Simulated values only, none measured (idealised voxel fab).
Process module in this document: voxel plated lines
The cross-section shown here is cut; it is 255 nm wide and divided into square cells measuring 5 nm on a side.
Notation: cross-section as square-cell grid; stated in bands, top first, going down; one or more cell rows per band.
The band entry comprises the height of the band's top followed by the height of its bottom, expressed in nm, and subsequently the band's materials from left to right, each stated together with its width in nm. Where a single material is marked with the word "edge to edge", that material fills the band from edge to edge. The word "blank" represents empty space.
All heights in this document are referenced to 0, defined as the level beneath which the wafer, as received, consists entirely of one material. The lowest band is not bounded below; it extends indefinitely downward and is written in the form "top 0, no bottom".
So if you see something like "30 to 40" for the width, read it as the top row of the band sitting at the first number and the bottom row at the second, with every row in between moving by the same amount as the last.
Step marked "nothing altered"? Then no cell in the cross-section changed in it.
Any empty space of 8 cells or more lacking an open way to the top shows up in "Sealed-off cavities" as width x height at distance, distance from the left edge, in nm.
Note: text after step settings on the step line = simulator remark on that step.
A step's line can hold "overlay nm"; with a mask on that step, the setting says how far right of the planned place the mask lay, while a negative setting says it lay to the left.

Planned step list for the process:
| 1 | RECEIVE, material Si |
| 2 | CONFORMAL_DEP, material Al2O3, thk nm 15 |
| 3 | DIRECTIONAL_DEP, material TiN, thk nm 5 |
| 4 | PATTERN, tone open, mask id LINES, material resist, width nm 15, pitch nm 40, thk nm 30, overlay nm 0 |
| 5 | EPI, material Ru, thk nm 10 |
| 6 | EPI, material Ru, thk nm 5 |
| 7 | STRIP, etch materials resist |
| 8 | DIRECTIONAL_ETCH, etch materials TiN, depth nm 5 |
| 9 | CONFORMAL_DEP, material SiO2, thk nm 5 |

Shown in cross-section is the wafer as received, that is, as it stands after step 1:
- top 0, no bottom | Si edge to edge
- Sealed-off cavities: none

The module was run from the start shown above using the plan shown above, but one mistake was made doing it; the resulting wafer cross-section is below:
- top 50, bottom 35 | blank: 85, then SiO2: 85, then blank: 85
- top 35, bottom 30 | blank: 85, then SiO2: 15, then Ru: 15, then SiO2: 25, then Ru: 15, then SiO2: 15, then blank: 85
- top 30, bottom 20 | SiO2: 100, then Ru: 15, then SiO2: 25, then Ru: 15, then SiO2: 100
- top 20, bottom 15 | SiO2: 100, then TiN: 15, then SiO2: 25, then TiN: 15, then SiO2: 100
- top 15, bottom 0 | Al2O3 edge to edge
- top 0, no bottom | Si edge to edge
- Sealed-off cavities: none
Short version of what went wrong: contrary to plan, step 9 was performed as CONFORMAL_DEP, material SiO2, thk nm 15
